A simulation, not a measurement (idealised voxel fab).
process module | voxel transistor to metal
cross-section cut | 160 nm wide | cells 5 nm
A cross-section is a grid of square cells, given in bands from the top down. A band is one or more rows of cells.
Each band's line starts with the height of the band's top and of its bottom, in nm. Then come its materials from left to right, each with its width in nm. One material with "throughout" fills the band from edge to edge. "air" is empty space.
Height 0 is the level under which the wafer as received is all one material. The lowest band goes on downwards, as in "0 down".
A width such as "30 to 40" changes by the same amount from each row of cells to the next, from the band's top row to its bottom row.
"no change" after a step means that no cell of the cross-section changed.
closed voids: empty space of 8 cells or more with no open way to the top, each as width x height at its distance from the left edge, in nm
after a step's settings: what the simulator itself notes on the step
overlay nm, on a step with a mask: how far to the right of its planned place the mask lay; to the left if negative
plan
1 op RECEIVE | material Si
2 op CONFORMAL_DEP | material SiO2 | thk nm 5
3 op CONFORMAL_DEP | material SiN | thk nm 10
4 op MASKED_ETCH | tone cover | mask id ACTIVE | width nm 110 | etch materials SiN | depth nm 10 | overlay nm 0
5 op MASKED_ETCH | tone cover | mask id ACTIVE | width nm 110 | etch materials SiO2 | depth nm 5 | overlay nm -10
6 op MASKED_ETCH | tone cover | mask id ACTIVE | width nm 110 | etch materials Si | depth nm 35 | overlay nm 0
7 op OXIDIZE | depth nm 5
8 op FILL_DEP | material SiO2 | thk nm 5
9 op CMP | height nm 15
10 op SELECTIVE_ETCH | etch materials SiO2 | depth nm 10
11 op STRIP | etch materials SiN
12 op SELECTIVE_ETCH | etch materials SiO2 | depth nm 5
13 op OXIDIZE | depth nm 5
14 op DIRECTIONAL_DEP | material polySi | thk nm 20
15 op DIRECTIONAL_DEP | material SiCN | thk nm 10
16 op MASKED_ETCH | tone cover | mask id GATE | width nm 20 | etch materials SiCN | depth nm 20 | overlay nm 0
17 op MASKED_ETCH | tone cover | mask id GATE | width nm 20 | etch materials polySi | depth nm 30 | overlay nm 0
18 op CONFORMAL_DEP | material SiN | thk nm 10
19 op DIRECTIONAL_ETCH | etch materials SiN | depth nm 10
20 op DIRECTIONAL_ETCH | etch materials SiO2 | depth nm 5
21 op DIRECTIONAL_ETCH | etch materials Si | depth nm 10
22 op EPI | material nSi | thk nm 10
23 op FILL_DEP | material SiO2 | thk nm 10
24 op CMP | height nm 30
25 op DIRECTIONAL_DEP | material SiO2 | thk nm 15
26 op MASKED_ETCH | tone open | mask id CONTACT | width nm 30 | pitch nm 60 | etch materials SiO2 | depth nm 50 | overlay nm 0
27 op CONFORMAL_DEP | material TiN | thk nm 5
28 op FILL_DEP | material W | thk nm 10
29 op CMP | height nm 45
30 op DIRECTIONAL_DEP | material TiN | thk nm 5
31 op DIRECTIONAL_DEP | material W | thk nm 25
32 op PATTERN | tone cover | mask id METAL_1 | material resist | width nm 20 | pitch nm 70 | thk nm 15 | overlay nm 0
33 op DIRECTIONAL_ETCH | etch materials W | depth nm 25
34 op DIRECTIONAL_ETCH | etch materials TiN | depth nm 5
35 op STRIP | etch materials resist
36 op CONFORMAL_DEP | material SiCN | thk nm 5
37 op FILL_DEP | material SiO2 | thk nm 5
38 op CMP | height nm 75
39 op CONFORMAL_DEP | material SiCN | thk nm 5
varied across the wafers: overlay nm of step 5. The plan shows the first wafer's value. All wafers start alike
first wafer as received, after step 1
  0 down: Si throughout
  closed voids: none
first wafer at the end, after step 39
  80 to 75: SiCN throughout
  75 to 50: SiO2 30 | SiCN 5 | W 20 | SiCN 5 | SiO2 40 | SiCN 5 | W 20 | SiCN 5 | SiO2 30
  50 to 45: SiCN 35 | TiN 20 | SiCN 50 | TiN 20 | SiCN 35
  45 to 35: SiO2 35 | TiN 5 | W 20 | TiN 5 | SiO2 30 | TiN 5 | W 20 | TiN 5 | SiO2 35
  35 to 30: SiO2 35 | TiN 5 | W 15 | TiN 10 | SiO2 30 | TiN 10 | W 15 | TiN 5 | SiO2 35
  30 to 20: SiO2 35 | TiN 5 | W 15 | TiN 5 | SiN 10 | SiCN 20 | SiN 10 | TiN 5 | W 15 | TiN 5 | SiO2 35
  20 to 10: SiO2 35 | TiN 5 | W 15 | TiN 5 | SiN 10 | polySi 20 | SiN 10 | TiN 5 | W 15 | TiN 5 | SiO2 35
  10 to 5: SiO2 35 | TiN 5 | W 5 | TiN 15 | SiN 10 | polySi 20 | SiN 10 | TiN 15 | W 5 | TiN 5 | SiO2 35
  5 to 0: SiO2 35 | TiN 5 | W 5 | TiN 5 | nSi 10 | SiN 10 | polySi 20 | SiN 10 | nSi 10 | TiN 5 | W 5 | TiN 5 | SiO2 35
  0 to -5: SiO2 35 | TiN 15 | nSi 10 | SiO2 40 | nSi 10 | TiN 15 | SiO2 35
  -5 to -15: SiO2 20 | nSi 40 | Si 40 | nSi 30 | SiO2 30
  -15 to -40: SiO2 20 | Si 110 | SiO2 30
  -40 down: Si throughout
  closed voids: none
last wafer at the end
  80 to 75: SiCN throughout
  75 to 50: SiO2 30 | SiCN 5 | W 20 | SiCN 5 | SiO2 40 | SiCN 5 | W 20 | SiCN 5 | SiO2 30
  50 to 45: SiCN 35 | TiN 20 | SiCN 50 | TiN 20 | SiCN 35
  45 to 35: SiO2 35 | TiN 5 | W 20 | TiN 5 | SiO2 30 | TiN 5 | W 20 | TiN 5 | SiO2 35
  35 to 30: SiO2 35 | TiN 5 | W 15 | TiN 10 | SiO2 30 | TiN 10 | W 15 | TiN 5 | SiO2 35
  30 to 20: SiO2 35 | TiN 5 | W 15 | TiN 5 | SiN 10 | SiCN 20 | SiN 10 | TiN 5 | W 15 | TiN 5 | SiO2 35
  20 to 10: SiO2 35 | TiN 5 | W 15 | TiN 5 | SiN 10 | polySi 20 | SiN 10 | TiN 5 | W 15 | TiN 5 | SiO2 35
  10 to 5: SiO2 35 | TiN 5 | W 5 | TiN 15 | SiN 10 | polySi 20 | SiN 10 | TiN 15 | W 5 | TiN 5 | SiO2 35
  5 to 0: SiO2 35 | TiN 5 | W 5 | TiN 5 | nSi 10 | SiN 10 | polySi 20 | SiN 10 | nSi 10 | TiN 5 | W 5 | TiN 5 | SiO2 35
  0 to -5: SiO2 35 | TiN 15 | nSi 10 | SiO2 40 | nSi 10 | TiN 15 | SiO2 35
  -5 to -15: SiO2 30 | nSi 30 | Si 40 | nSi 40 | SiO2 20
  -15 to -40: SiO2 30 | Si 110 | SiO2 20
  -40 down: Si throughout
  closed voids: none
each wafer at the end: cells of each material gained (+) or lost (-) since it was received, then its closed voids
overlay nm -10 | -130 Si | +84 SiCN | +24 SiN | +336 SiO2 | +56 TiN | +90 W | +36 nSi | +16 polySi | closed voids: none
overlay nm -5 | -135 Si | +84 SiCN | +24 SiN | +343 SiO2 | +56 TiN | +90 W | +34 nSi | +16 polySi | closed voids: none
overlay nm 0 | -140 Si | +84 SiCN | +24 SiN | +350 SiO2 | +56 TiN | +90 W | +32 nSi | +16 polySi | closed voids: none
overlay nm 5 | -135 Si | +84 SiCN | +24 SiN | +343 SiO2 | +56 TiN | +90 W | +34 nSi | +16 polySi | closed voids: none
overlay nm 10 | -130 Si | +84 SiCN | +24 SiN | +336 SiO2 | +56 TiN | +90 W | +36 nSi | +16 polySi | closed voids: none
